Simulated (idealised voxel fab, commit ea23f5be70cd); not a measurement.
A process module follows: voxel gate over fins.
Xsec cut, 235 nm wide, square cell size 5 nm.
Cross-section spec: square-cell grid; bands listed top down; each band is one or more rows. In this notation a band is specified by the heights of its top and bottom, in that order and in nm, after which its materials appear from left to right, each paired with its width in nm. The word "throughout" attached to a single material means that material fills the band from edge to edge; the word "blank" stands for empty space. Convention: height 0 is the level below which the wafer, as received, is all one material. The lowest band does not terminate at the bottom but continues downward, represented as "0 nm and below". Top row gets the first number, bottom row gets the second, and each row in between changes by the same step: that is how a band width like "30->40" works. Given "nothing was modified" for a step, no cell of the cross-section differs between before and after that step. Entry "Closed cavities" = empty spaces >= 8 cells with no open way to the top; each as width x height at distance, distance from left edge, all nm. Read whatever lies past the settings on a step's line as the simulator's own remark about the step. overlay nm: step with mask; distance mask lay right of planned place; negative value = left of planned place.
LIST OF PLANNED PROCESS STEPS
1. RECEIVE, material Si
2. CONFORMAL_DEP, material SiN, thk nm 10
3. MASKED_ETCH, tone cover, mask id FINS, width nm 15, pitch nm 35, etch materials SiN, depth nm 10, overlay nm 0
4. MASKED_ETCH, tone cover, mask id FINS, width nm 15, pitch nm 35, etch materials Si, depth nm 35, overlay nm 0
5. FILL_DEP, material SiO2, thk nm 15
6. CMP, height nm 10
7. SELECTIVE_ETCH, etch materials SiO2, depth nm 20
8. STRIP, etch materials SiN
9. CONFORMAL_DEP, material HfO2, thk nm 5
10. CONFORMAL_DEP, material TiN, thk nm 5
11. FILL_DEP, material W, thk nm 15
12. CMP, height nm 20
13. CONFORMAL_DEP, material SiCN, thk nm 5
CROSS-SECTION OF THE INCOMING WAFER, STATE AFTER STEP 1
  0 nm and below = Si throughout
  Closed cavities: none
LOOKING AT THE FIRST OF TWO WAFERS IN CROSS-SECTION AT END OF MODULE - RAN TO PLAN
  25 nm to 20 nm = SiCN throughout
  20 nm to 10 nm = W throughout
  10 nm to 5 nm = 80 nm W; 70 nm TiN; 85 nm W
  5 nm to 0 nm = 80 nm W; 5 nm TiN; 25 nm HfO2; 10 nm TiN; 25 nm HfO2; 5 nm TiN; 85 nm W
  0 nm to -5 nm = 85 nm TiN; 5 nm HfO2; 15 nm Si; 5 nm HfO2; 10 nm TiN; 5 nm HfO2; 15 nm Si; 5 nm HfO2; 90 nm TiN
  -5 nm to -10 nm = 90 nm HfO2; 15 nm Si; 20 nm HfO2; 15 nm Si; 95 nm HfO2
  -10 nm to -35 nm = 90 nm SiO2; 15 nm Si; 20 nm SiO2; 15 nm Si; 95 nm SiO2
  -35 nm and below = Si throughout
  Closed cavities: none
THE SECOND WAFER, SHOWN IN CROSS-SECTION AFTER THE MODULE: STARTED THE SAME WAY AS THE FIRST AND GIVEN THE SAME PLAN, YET ONE MISTAKE CREPT INTO HOW IT WAS RUN
  25 nm to 20 nm = SiCN throughout
  20 nm to 15 nm = TiN throughout
  15 nm to 5 nm = 95 nm HfO2; 5 nm TiN; 30 nm HfO2; 5 nm TiN; 100 nm HfO2
  5 nm to 0 nm = HfO2 throughout
  0 nm to -35 nm = 90 nm HfO2; 15 nm Si; 20 nm HfO2; 15 nm Si; 95 nm HfO2
  -35 nm and below = Si throughout
  Closed cavities: none
What was the processing mistake? step 5 off recipe, ran as FILL_DEP, material HfO2, thk nm 15
Bottom line after processing is that, in cells, the second wafer is up or down on some materials versus the first: HfO2: 369 more, SiO2: 205 fewer, TiN: 4 fewer, W: 160 fewer
